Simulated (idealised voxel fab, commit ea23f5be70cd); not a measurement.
process module | voxel tone inversion
cross-section cut | 215 nm wide | cells 5 nm
A cross-section is a grid of square cells, given in bands from the top down. A band is one or more rows of cells.
Each band's line starts with the height of the band's top and of its bottom, in nm. Then come its materials from left to right, each with its width in nm. One material with "throughout" fills the band from edge to edge. "air" is empty space.
Height 0 is the level under which the wafer as received is all one material. The lowest band goes on downwards, as in "0 down".
A width such as "30 to 40" changes by the same amount from each row of cells to the next, from the band's top row to its bottom row.
"no change" after a step means that no cell of the cross-section changed.
closed voids: empty space of 8 cells or more with no open way to the top, each as width x height at its distance from the left edge, in nm
after a step's settings: what the simulator itself notes on the step
overlay nm, on a step with a mask: how far to the right of its planned place the mask lay; to the left if negative
plan
1 op RECEIVE | material Si
2 op CONFORMAL_DEP | material SiN | thk nm 10
3 op DIRECTIONAL_DEP | material polySi | thk nm 25
4 op PATTERN | tone cover | mask id POSTS | material resist | width nm 20 | pitch nm 50 | thk nm 35 | overlay nm 0
5 op DIRECTIONAL_ETCH | etch materials polySi | depth nm 25
6 op STRIP | etch materials resist
7 op FILL_DEP | material lowk | thk nm 5
8 op CMP | height nm 35
9 op STRIP | etch materials polySi
10 op CONFORMAL_DEP | material TiN | thk nm 5
11 op FILL_DEP | material Ru | thk nm 10
12 op CMP | height nm 35
13 op CONFORMAL_DEP | material SiCN | thk nm 5
as received, after step 1
  0 down: Si throughout
  closed voids: none
first wafer at the end, as planned
  40 to 35: SiCN throughout
  35 to 15: lowk 45 | TiN 5 | Ru 10 | TiN 5 | lowk 30 | TiN 5 | Ru 10 | TiN 5 | lowk 30 | TiN 5 | Ru 10 | TiN 5 | lowk 50
  15 to 10: lowk 45 | TiN 20 | lowk 30 | TiN 20 | lowk 30 | TiN 20 | lowk 50
  10 to 0: SiN throughout
  0 down: Si throughout
  closed voids: none
second wafer at the end: like start, like plan, one mistake
  55 to 50: SiCN throughout
  50 to 40: Ru throughout
  40 to 35: TiN 50 | Ru 10 | TiN 40 | Ru 10 | TiN 40 | Ru 10 | TiN 55
  35 to 15: lowk 45 | TiN 5 | Ru 10 | TiN 5 | lowk 30 | TiN 5 | Ru 10 | TiN 5 | lowk 30 | TiN 5 | Ru 10 | TiN 5 | lowk 50
  15 to 10: lowk 45 | TiN 20 | lowk 30 | TiN 20 | lowk 30 | TiN 20 | lowk 50
  10 to 0: SiN throughout
  0 down: Si throughout
  closed voids: none
what went wrong: step 12 was left out
at the end the second wafer has, in cells: 92 more of Ru | 37 more of TiN
